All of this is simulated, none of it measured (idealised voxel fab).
Herein follows the process module entitled voxel gate over fins.
Section cut is 255 nm wide and gridded with 5 nm square cells.
If you're reading a cross-section in this doc, picture square cells in a grid; it comes to you as bands, top ones listed first down to the bottom, and a band can be one or more rows of cells.
Quick guide to a band line: top height, bottom height (nm) up front; then every material left to right with its width in nm. Only one material and it's marked "everywhere"? Then it fills the band edge to edge. And "blank" just means empty space.
Heads up on the height convention: 0 is the point under which the incoming wafer is all one material, and the lowest band has no bottom, it just keeps going down, like "from 0 down".
A width given as "30->40" starts at the first number in the band's top row and ends at the second number in its bottom row, shifting by an equal amount at every step from row to row.
You'll sometimes find "changes: none" written for a step, and that's the way of saying that nowhere in the cross-section did a cell change during that step.
Closed empty spaces (no open way to the top) of 8 cells or more are what "Sealed-off cavities" lists, each as width x height at distance from the left edge, nm for all three.
after a step's settings: what the simulator itself notes on the step
Regarding "overlay nm": on a step with a mask, it is the distance the mask lay to the right of its planned place; a negative value places it to the left.

Listed below are the process steps as planned
1 RECEIVE | material Si
2 CONFORMAL_DEP | material SiN | thk nm 10
3 PATTERN | tone cover | mask id FINS | material resist | width nm 15 | pitch nm 35 | thk nm 15 | overlay nm 0
4 DIRECTIONAL_ETCH | etch materials SiN | depth nm 10
5 DIRECTIONAL_ETCH | etch materials Si | depth nm 30
6 STRIP | etch materials resist
7 FILL_DEP | material SiO2 | thk nm 5
8 CMP | height nm 10
9 SELECTIVE_ETCH | etch materials SiO2 | depth nm 25
10 STRIP | etch materials SiN
11 CONFORMAL_DEP | material HfO2 | thk nm 5
12 CONFORMAL_DEP | material TiN | thk nm 5
13 CONFORMAL_DEP | material TiAl | thk nm 5
14 CONFORMAL_DEP | material TiN | thk nm 5
15 FILL_DEP | material W | thk nm 15
16 CMP | height nm 30
17 CONFORMAL_DEP | material SiN | thk nm 10

Cross-section: wafer on arrival = after step 1
> from 0 down: Si everywhere
> Sealed-off cavities: none

Wafer cross-section at end of module: start and plan as shown above, one execution error
> from 40 to 30: SiN everywhere
> from 30 to 20: HfO2 everywhere
> from 20 to 15: HfO2=45, TiN=160, HfO2=50
> from 15 to 10: HfO2=45, TiN=5, TiAl=150, TiN=5, HfO2=50
> from 10 to 5: HfO2=45, TiN=5, TiAl=5, TiN=140, TiAl=5, TiN=5, HfO2=50
> from 5 to 0: TiN=50, TiAl=5, TiN=5, HfO2=25, TiN=10, HfO2=25, TiN=10, HfO2=25, TiN=10, HfO2=25, TiN=5, TiAl=5, TiN=55
> from 0 to -5: TiAl=55, TiN=5, HfO2=5, Si=15, HfO2=5, TiN=10, HfO2=5, Si=15, HfO2=5, TiN=10, HfO2=5, Si=15, HfO2=5, TiN=10, HfO2=5, Si=15, HfO2=5, TiN=5, TiAl=60
> from -5 to -10: TiN=60, HfO2=5, Si=15, HfO2=5, TiN=10, HfO2=5, Si=15, HfO2=5, TiN=10, HfO2=5, Si=15, HfO2=5, TiN=10, HfO2=5, Si=15, HfO2=5, TiN=65
> from -10 to -15: HfO2=65, Si=15, HfO2=20, Si=15, HfO2=20, Si=15, HfO2=20, Si=15, HfO2=70
> from -15 to -30: SiO2=65, Si=15, SiO2=20, Si=15, SiO2=20, Si=15, SiO2=20, Si=15, SiO2=70
> from -30 down: Si everywhere
> Sealed-off cavities: none
Deviation from plan: for step 15, the planned setting was not used; the step was instead run as FILL_DEP | material HfO2 | thk nm 15
